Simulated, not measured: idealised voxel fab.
This is a process module. Its name is voxel ribs on slabs.
cross-section cut | 195 nm wide | cells 5 nm
Bands, listed from the top down, are how a cross-section gets written in this document; the cross-section itself is a grid of square cells, and a band is one or more rows of them. It is stipulated that each band's entry specify, in nanometres, the height of the top of the band and then that of its bottom, followed by the materials of the band in left-to-right sequence, each together with its width in nanometres. A single material marked by the word "throughout" is understood to fill the band from edge to edge; the word "blank" is understood to denote empty space. For the purposes of this specification, 0 denotes the height below which the wafer in its as-received condition is composed wholly of one material, and the lowermost band, lacking a lower limit, extends downward without end, as expressed in "top 0, no bottom". Top row gets the first number, bottom row gets the second, and each row in between changes by the same step: that is how a band width like "30->40" works. Basically "no change occurred" means that step didn't change any cell in the cross-section. Basically, "Closed void roster" tells you about the enclosed voids: empty spaces with no open way to the top, 8 cells or bigger, each written width x height at distance, where distance is from the left edge, all in nm. If you see something after the settings on a step's line, that's the simulator's own remark about that step. overlay nm, on a step with a mask: how far to the right of its planned place the mask lay; to the left if negative.

# So here's the lineup of process steps we planned
1: RECEIVE, material Si
2: DIRECTIONAL_DEP, material SiO2, thk nm 30
3: DIRECTIONAL_DEP, material SiN, thk nm 25
4: PATTERN, tone cover, mask id RIB, material resist, width nm 30, thk nm 15, overlay nm -15
5: DIRECTIONAL_ETCH, etch materials SiN, depth nm 15
6: STRIP, etch materials resist
7: DIRECTIONAL_DEP, material aC, thk nm 10
8: PATTERN, tone cover, mask id SLAB, material resist, width nm 70, thk nm 25, overlay nm 0
9: DIRECTIONAL_ETCH, etch materials aC, depth nm 10
10: STRIP, etch materials resist
11: DIRECTIONAL_ETCH, etch materials SiN, depth nm 10
12: STRIP, etch materials aC
13: FILL_DEP, material SiO2, thk nm 25
14: CMP, height nm 70
15: DIRECTIONAL_DEP, material W, thk nm 10
16: DIRECTIONAL_DEP, material aC, thk nm 15
17: PATTERN, tone cover, mask id HEATER, material resist, width nm 40, thk nm 35, overlay nm 0
18: DIRECTIONAL_ETCH, etch materials aC, depth nm 15
19: STRIP, etch materials resist
20: DIRECTIONAL_ETCH, etch materials W, depth nm 10
21: STRIP, etch materials aC
22: CONFORMAL_DEP, material SiO2, thk nm 10
Wafers differ in overlay nm at step 4; plan lists the first wafer's value; identical starting state.

# The as-received cross-section of the first of several wafers corresponds to the state after step 1
top 0, no bottom  Si throughout
Closed void roster: none

# So in this table every wafer gets its own row, and what you see is where it stands at the end of the module: for each material, how many cells it picked up (+) or gave up (-) since we received it, and after that its closed voids
overlay nm -15 | +46 SiN | +586 SiO2 | +16 W | Closed void roster: none
overlay nm -10 | +46 SiN | +586 SiO2 | +16 W | Closed void roster: none
overlay nm -5 | +46 SiN | +586 SiO2 | +16 W | Closed void roster: none
overlay nm 0 | +46 SiN | +586 SiO2 | +16 W | Closed void roster: none
overlay nm 5 | +46 SiN | +586 SiO2 | +16 W | Closed void roster: none
overlay nm 10 | +46 SiN | +586 SiO2 | +16 W | Closed void roster: none
overlay nm 15 | +46 SiN | +586 SiO2 | +16 W | Closed void roster: none
